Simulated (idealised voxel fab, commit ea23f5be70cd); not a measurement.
Name of the process module below: voxel trench capacitor
The figure presents cross-section cut, which has a width of 195 nm and is divided into square cells with an edge length of 5 nm.
The cross-sections in this document take the form of a grid made of square cells. They are written out as bands, in order from top to bottom. Each band consists of one or more rows of cells.
Top height, bottom height, nm. Materials left to right, width each, nm. Single material + "edge to edge" = fills band edge to edge. "empty" = empty.
All heights in this document are referenced to 0, defined as the level beneath which the wafer, as received, consists entirely of one material. The lowest band is not bounded below; it extends indefinitely downward and is written in the form "0 down".
A width such as "30 to 40" changes by the same amount from each row of cells to the next, from the band's top row to its bottom row.
"no modifications" means the step left every cell of the cross-section as it was.
Entry "Closed cavities". Content: empty spaces with no open connection to the top, size 8 cells or greater. Each: width x height at distance. Distance: from left edge. Unit: nm.
On each step's line, the part that comes after the settings is the simulator's own comment on the step.
overlay nm: how far to the right of its planned place the mask lay on this masked step (negative: to the left).
-- So here's the lineup of process steps we planned
1. RECEIVE: material Si
2. CONFORMAL_DEP: material SiN, thk nm 5
3. DIRECTIONAL_DEP: material aC, thk nm 15
4. PATTERN: tone open, mask id TRENCH, material resist, width nm 25, pitch nm 55, thk nm 35, overlay nm 0
5. DIRECTIONAL_ETCH: etch materials aC, depth nm 5
6. STRIP: etch materials resist
7. DIRECTIONAL_ETCH: etch materials SiN, depth nm 5
8. DIRECTIONAL_ETCH: etch materials Si, depth nm 35
9. STRIP: etch materials aC
10. CONFORMAL_DEP: material SiO2, thk nm 5
11. FILL_DEP: material polySi, thk nm 10
12. CMP: height nm 5
All wafers enter the flow in the same state. The depth nm at step 5 differs from wafer to wafer, and the plan gives the value for the first wafer.
-- Received wafers, first of several: cross-section after step 1
- 0 down  Si edge to edge
- Closed cavities: none
-- The following table contains a row per wafer, in which are reported, at the conclusion of the module, the cells of each material gained (+) or lost (-) since the wafer's receipt, with its closed voids given thereafter
depth nm 5; +39 SiN; Closed cavities: none
depth nm 10; +39 SiN; Closed cavities: none
depth nm 15; -105 Si; +24 SiN; +57 SiO2; +63 polySi; Closed cavities: none
depth nm 20; -105 Si; +24 SiN; +57 SiO2; +63 polySi; Closed cavities: none
depth nm 25; -105 Si; +24 SiN; +57 SiO2; +63 polySi; Closed cavities: none
depth nm 30; -105 Si; +24 SiN; +57 SiO2; +63 polySi; Closed cavities: none
